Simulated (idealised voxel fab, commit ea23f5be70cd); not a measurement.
The following is a process module called voxel transistor to metal.
We display cut, a cross-section 285 nm in width whose square cells are each 5 nm.
Reading order for cross-sections: top band down to bottom band. Underlying form: a grid of square cells. Band size: one or more rows of cells. Heads up on the band format: heights come first, top then bottom, in nm. After that it's the materials left to right, each with its width in nm. A single material flagged "full width" fills the whole band edge to edge, and "blank" means there's empty space there. We count height from 0. Below that, the starting wafer is all one material. The lowest band never ends at the bottom but goes on down; see "z 0 and below" for how that is written. A width given as "30->40" starts at the first number in the band's top row and ends at the second number in its bottom row, shifting by an equal amount at every step from row to row. The cross-section has no changed cell in any step marked "nothing was modified". Empty spaces without an open route to the top, at least 8 cells in extent, make up the entry "Closed empty spaces"; each is given as width x height at distance, where the distance is measured from the left edge, and all are in nm. The remark found on a step's line after its settings is issued by the simulator itself and pertains to that step. The optional step-line setting "overlay nm" applies to steps with a mask and quantifies how far to the right of its planned location the mask lay, a negative value indicating leftward placement.
### So here's the lineup of process steps we planned
step 1: op RECEIVE | material Si
step 2: op OXIDIZE | depth nm 5
step 3: op CONFORMAL_DEP | material SiN | thk nm 10
step 4: op MASKED_ETCH | tone cover | mask id ACTIVE | width nm 100 | pitch nm 130 | etch materials SiN | depth nm 10 | overlay nm 0
step 5: op MASKED_ETCH | tone cover | mask id ACTIVE | width nm 100 | pitch nm 130 | etch materials SiO2 | depth nm 5 | overlay nm 0
step 6: op MASKED_ETCH | tone cover | mask id ACTIVE | width nm 100 | pitch nm 130 | etch materials Si | depth nm 30 | overlay nm 0
step 7: op FILL_DEP | material SiO2 | thk nm 5
step 8: op CMP | height nm 10
step 9: op SELECTIVE_ETCH | etch materials SiO2 | depth nm 5
step 10: op STRIP | etch materials SiN
step 11: op SELECTIVE_ETCH | etch materials SiO2 | depth nm 5
step 12: op OXIDIZE | depth nm 5
step 13: op DIRECTIONAL_DEP | material polySi | thk nm 25
step 14: op DIRECTIONAL_DEP | material SiCN | thk nm 15
step 15: op DIRECTIONAL_DEP | material aC | thk nm 15
step 16: op PATTERN | tone cover | mask id GATE | material resist | width nm 20 | pitch nm 130 | thk nm 35 | overlay nm 0
step 17: op DIRECTIONAL_ETCH | etch materials aC | depth nm 15
step 18: op STRIP | etch materials resist
step 19: op DIRECTIONAL_ETCH | etch materials SiCN | depth nm 25
step 20: op DIRECTIONAL_ETCH | etch materials polySi | depth nm 35
step 21: op STRIP | etch materials aC
step 22: op CONFORMAL_DEP | material SiO2 | thk nm 5
step 23: op DIRECTIONAL_ETCH | etch materials SiO2 | depth nm 5
step 24: op CONFORMAL_DEP | material SiN | thk nm 10
step 25: op DIRECTIONAL_ETCH | etch materials SiN | depth nm 10
step 26: op DIRECTIONAL_ETCH | etch materials SiO2 | depth nm 5
step 27: op EPI | material pSi | thk nm 5
step 28: op FILL_DEP | material SiO2 | thk nm 10
step 29: op CMP | height nm 35
step 30: op DIRECTIONAL_DEP | material SiO2 | thk nm 15
step 31: op PATTERN | tone open | mask id CONTACT | material resist | width nm 15 | pitch nm 65 | thk nm 20 | overlay nm 0
step 32: op DIRECTIONAL_ETCH | etch materials SiO2 | depth nm 55
step 33: op STRIP | etch materials resist
step 34: op CONFORMAL_DEP | material TiN | thk nm 5
step 35: op FILL_DEP | material Ru | thk nm 5
step 36: op CMP | height nm 50
step 37: op CONFORMAL_DEP | material SiCN | thk nm 5
step 38: op DIRECTIONAL_DEP | material lowk | thk nm 20
step 39: op PATTERN | tone open | mask id METAL_1 | material resist | width nm 15 | pitch nm 65 | thk nm 15 | overlay nm 0
step 40: op DIRECTIONAL_ETCH | etch materials lowk | depth nm 20
step 41: op DIRECTIONAL_ETCH | etch materials SiCN | depth nm 5
step 42: op STRIP | etch materials resist
step 43: op CONFORMAL_DEP | material TiN | thk nm 5
step 44: op FILL_DEP | material W | thk nm 10
step 45: op CMP | height nm 75
step 46: op EPI | material Ru | thk nm 5
step 47: op FILL_DEP | material SiCN | thk nm 5
Every wafer here starts from the same state; it is the step 39 width nm that distinguishes them, and the value the plan gives belongs to the first wafer.
### The first of several wafers in cross-section, exactly as it reached us after step 1
    z 0 and below = Si full width
    Closed empty spaces: none
### Cross-section after step 47, the final step of the module, for the first of several wafers
    z 85 to 80 = SiCN full width
    z 80 to 75 = SiCN 30 nm | Ru 25 nm | SiCN 40 nm | Ru 25 nm | SiCN 40 nm | Ru 25 nm | SiCN 40 nm | Ru 25 nm | SiCN 35 nm
    z 75 to 55 = lowk 35 nm | TiN 5 nm | W 5 nm | TiN 5 nm | lowk 50 nm | TiN 5 nm | W 5 nm | TiN 5 nm | lowk 50 nm | TiN 5 nm | W 5 nm | TiN 5 nm | lowk 50 nm | TiN 5 nm | W 5 nm | TiN 5 nm | lowk 40 nm
    z 55 to 50 = SiCN 35 nm | TiN 15 nm | SiCN 50 nm | TiN 15 nm | SiCN 50 nm | TiN 15 nm | SiCN 50 nm | TiN 15 nm | SiCN 40 nm
    z 50 to 35 = SiO2 35 nm | TiN 5 nm | Ru 5 nm | TiN 5 nm | SiO2 50 nm | TiN 5 nm | Ru 5 nm | TiN 5 nm | SiO2 50 nm | TiN 5 nm | Ru 5 nm | TiN 5 nm | SiO2 50 nm | TiN 5 nm | Ru 5 nm | TiN 5 nm | SiO2 40 nm
    z 35 to 20 = SiO2 35 nm | TiN 5 nm | Ru 5 nm | TiN 5 nm | SiN 10 nm | SiO2 5 nm | SiCN 20 nm | SiO2 5 nm | SiN 10 nm | TiN 5 nm | Ru 5 nm | TiN 5 nm | SiO2 50 nm | TiN 5 nm | Ru 5 nm | TiN 5 nm | SiN 10 nm | SiO2 5 nm | SiCN 20 nm | SiO2 5 nm | SiN 10 nm | TiN 5 nm | Ru 5 nm | TiN 5 nm | SiO2 40 nm
    z 20 to 0 = SiO2 35 nm | TiN 5 nm | Ru 5 nm | TiN 5 nm | SiN 10 nm | SiO2 5 nm | polySi 20 nm | SiO2 5 nm | SiN 10 nm | TiN 5 nm | Ru 5 nm | TiN 5 nm | SiO2 50 nm | TiN 5 nm | Ru 5 nm | TiN 5 nm | SiN 10 nm | SiO2 5 nm | polySi 20 nm | SiO2 5 nm | SiN 10 nm | TiN 5 nm | Ru 5 nm | TiN 5 nm | SiO2 40 nm
    z 0 to -5 = SiO2 25 nm | SiN 10 nm | TiN 15 nm | SiN 10 nm | SiO2 5 nm | polySi 20 nm | SiO2 5 nm | SiN 10 nm | TiN 15 nm | SiN 10 nm | SiO2 30 nm | SiN 10 nm | TiN 15 nm | SiN 10 nm | SiO2 5 nm | polySi 20 nm | SiO2 5 nm | SiN 10 nm | TiN 15 nm | SiN 10 nm | SiO2 30 nm
    z -5 to -10 = SiO2 35 nm | pSi 15 nm | SiO2 50 nm | pSi 15 nm | SiO2 50 nm | pSi 15 nm | SiO2 50 nm | pSi 15 nm | SiO2 40 nm
    z -10 to -35 = SiO2 25 nm | Si 100 nm | SiO2 30 nm | Si 100 nm | SiO2 30 nm
    z -35 and below = Si full width
    Closed empty spaces: none
### Module end, final wafer: cross-section
    z 85 to 80 = SiCN full width
    z 80 to 75 = SiCN 25 nm | Ru 40 nm | SiCN 25 nm | Ru 40 nm | SiCN 25 nm | Ru 40 nm | SiCN 25 nm | Ru 40 nm | SiCN 25 nm
    z 75 to 55 = lowk 30 nm | TiN 5 nm | W 20 nm | TiN 5 nm | lowk 35 nm | TiN 5 nm | W 20 nm | TiN 5 nm | lowk 35 nm | TiN 5 nm | W 20 nm | TiN 5 nm | lowk 35 nm | TiN 5 nm | W 20 nm | TiN 5 nm | lowk 30 nm
    z 55 to 50 = SiCN 30 nm | TiN 30 nm | SiCN 35 nm | TiN 30 nm | SiCN 35 nm | TiN 30 nm | SiCN 35 nm | TiN 30 nm | SiCN 30 nm
    z 50 to 35 = SiO2 35 nm | TiN 5 nm | Ru 5 nm | TiN 5 nm | SiO2 50 nm | TiN 5 nm | Ru 5 nm | TiN 5 nm | SiO2 50 nm | TiN 5 nm | Ru 5 nm | TiN 5 nm | SiO2 50 nm | TiN 5 nm | Ru 5 nm | TiN 5 nm | SiO2 40 nm
    z 35 to 20 = SiO2 35 nm | TiN 5 nm | Ru 5 nm | TiN 5 nm | SiN 10 nm | SiO2 5 nm | SiCN 20 nm | SiO2 5 nm | SiN 10 nm | TiN 5 nm | Ru 5 nm | TiN 5 nm | SiO2 50 nm | TiN 5 nm | Ru 5 nm | TiN 5 nm | SiN 10 nm | SiO2 5 nm | SiCN 20 nm | SiO2 5 nm | SiN 10 nm | TiN 5 nm | Ru 5 nm | TiN 5 nm | SiO2 40 nm
    z 20 to 0 = SiO2 35 nm | TiN 5 nm | Ru 5 nm | TiN 5 nm | SiN 10 nm | SiO2 5 nm | polySi 20 nm | SiO2 5 nm | SiN 10 nm | TiN 5 nm | Ru 5 nm | TiN 5 nm | SiO2 50 nm | TiN 5 nm | Ru 5 nm | TiN 5 nm | SiN 10 nm | SiO2 5 nm | polySi 20 nm | SiO2 5 nm | SiN 10 nm | TiN 5 nm | Ru 5 nm | TiN 5 nm | SiO2 40 nm
    z 0 to -5 = SiO2 25 nm | SiN 10 nm | TiN 15 nm | SiN 10 nm | SiO2 5 nm | polySi 20 nm | SiO2 5 nm | SiN 10 nm | TiN 15 nm | SiN 10 nm | SiO2 30 nm | SiN 10 nm | TiN 15 nm | SiN 10 nm | SiO2 5 nm | polySi 20 nm | SiO2 5 nm | SiN 10 nm | TiN 15 nm | SiN 10 nm | SiO2 30 nm
    z -5 to -10 = SiO2 35 nm | pSi 15 nm | SiO2 50 nm | pSi 15 nm | SiO2 50 nm | pSi 15 nm | SiO2 50 nm | pSi 15 nm | SiO2 40 nm
    z -10 to -35 = SiO2 25 nm | Si 100 nm | SiO2 30 nm | Si 100 nm | SiO2 30 nm
    z -35 and below = Si full width
    Closed empty spaces: none
### Quick key for the table: a row per wafer, taken at the end of the module. For each material it tells you how many cells the wafer gained (+) or lost (-) since it came in, and the closed voids come after
width nm 15, +60 Ru, -199 Si, +163 SiCN, +72 SiN, +489 SiO2, +136 TiN, +16 W, +180 lowk, +12 pSi, +40 polySi, Closed empty spaces: none
width nm 20, +64 Ru, -199 Si, +155 SiCN, +72 SiN, +489 SiO2, +140 TiN, +32 W, +164 lowk, +12 pSi, +40 polySi, Closed empty spaces: none
width nm 25, +68 Ru, -199 Si, +147 SiCN, +72 SiN, +489 SiO2, +144 TiN, +48 W, +148 lowk, +12 pSi, +40 polySi, Closed empty spaces: none
width nm 30, +72 Ru, -199 Si, +139 SiCN, +72 SiN, +489 SiO2, +148 TiN, +64 W, +132 lowk, +12 pSi, +40 polySi, Closed empty spaces: none
